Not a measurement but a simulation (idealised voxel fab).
Documented hereafter: the process module known as voxel trench capacitor.
Section shown: cut. Width: 175 nm. Cell size: 5 nm, square.
Each cross-section below is a grid of square cells, stated as bands in top-down order, with one or more rows of cells making up each band.
Quick guide to a band line: top height, bottom height (nm) up front; then every material left to right with its width in nm. Only one material and it's marked "everywhere"? Then it fills the band edge to edge. And "blank" just means empty space.
Heights are measured from 0, the level below which the as-received wafer is all one material; the lowest band has no bottom and continues downward, written as in "top 0, no bottom".
Width "30 to 40": first value at the band's top row of cells, second value at its bottom row, equal change from row to row.
"changes: none", as given for a step, is the statement that not any cell of the cross-section underwent a change during that step.
What "Voids, fully enclosed" gives you is every empty space of 8 cells or more that is cut off from the top. Each appears as width x height at distance, with the distance taken from the left edge and width, height and distance all in nm.
after a step's settings: what the simulator itself notes on the step
The optional step-line setting "overlay nm" applies to steps with a mask and quantifies how far to the right of its planned location the mask lay, a negative value indicating leftward placement.
The planned process steps are enumerated hereunder:
1) RECEIVE (material Si)
2) CONFORMAL_DEP (material SiN; thk nm 10)
3) PATTERN (tone open; mask id TRENCH; material resist; width nm 15; pitch nm 45; thk nm 15; overlay nm 0)
4) DIRECTIONAL_ETCH (etch materials SiN; depth nm 10)
5) DIRECTIONAL_ETCH (etch materials Si; depth nm 40)
6) STRIP (etch materials resist)
7) CONFORMAL_DEP (material HfO2; thk nm 5)
8) CONFORMAL_DEP (material TiN; thk nm 5)
9) FILL_DEP (material W; thk nm 5)
10) CMP (height nm 10)
Heads up: all these wafers start the same, and what changes between them is the width nm in step 3. The value you see in the plan is just what the first wafer got.
Cross-sectional view of the first of several wafers in the as-received condition, corresponding to the state following step 1:
    top 0, no bottom | Si everywhere
    Voids, fully enclosed: none
The cross-section of the first of several wafers is given below for the end of the module, after its final step, step 10:
    top 10, bottom 0 | 55 SiN | 5 HfO2 | 5 TiN | 5 HfO2 | 30 SiN | 5 HfO2 | 5 TiN | 5 HfO2 | 60 SiN
    top 0, bottom -35 | 55 Si | 5 HfO2 | 5 TiN | 5 HfO2 | 30 Si | 5 HfO2 | 5 TiN | 5 HfO2 | 60 Si
    top -35, bottom -40 | 55 Si | 15 HfO2 | 30 Si | 15 HfO2 | 60 Si
    top -40, no bottom | Si everywhere
    Voids, fully enclosed: none
Last wafer x-sec, end of module:
    top 10, bottom 0 | 50 SiN | 5 HfO2 | 5 TiN | 10 W | 5 TiN | 5 HfO2 | 15 SiN | 5 HfO2 | 5 TiN | 10 W | 5 TiN | 5 HfO2 | 50 SiN
    top 0, bottom -30 | 50 Si | 5 HfO2 | 5 TiN | 10 W | 5 TiN | 5 HfO2 | 15 Si | 5 HfO2 | 5 TiN | 10 W | 5 TiN | 5 HfO2 | 50 Si
    top -30, bottom -35 | 50 Si | 5 HfO2 | 20 TiN | 5 HfO2 | 15 Si | 5 HfO2 | 20 TiN | 5 HfO2 | 50 Si
    top -35, bottom -40 | 50 Si | 30 HfO2 | 15 Si | 30 HfO2 | 50 Si
    top -40, no bottom | Si everywhere
    Voids, fully enclosed: none
What follows is a table in which each wafer occupies a row; for the wafer as it stands at the close of the module, the row states, material by material, how many cells have been gained (+) or lost (-) since receipt, and then gives its closed voids:
width nm 15 | +42 HfO2 | -48 Si | +58 SiN | +18 TiN | Voids, fully enclosed: none
width nm 20 | +44 HfO2 | -64 Si | +54 SiN | +36 TiN | Voids, fully enclosed: none
width nm 25 | +46 HfO2 | -80 Si | +50 SiN | +38 TiN | +16 W | Voids, fully enclosed: none
width nm 30 | +48 HfO2 | -96 Si | +46 SiN | +40 TiN | +32 W | Voids, fully enclosed: none
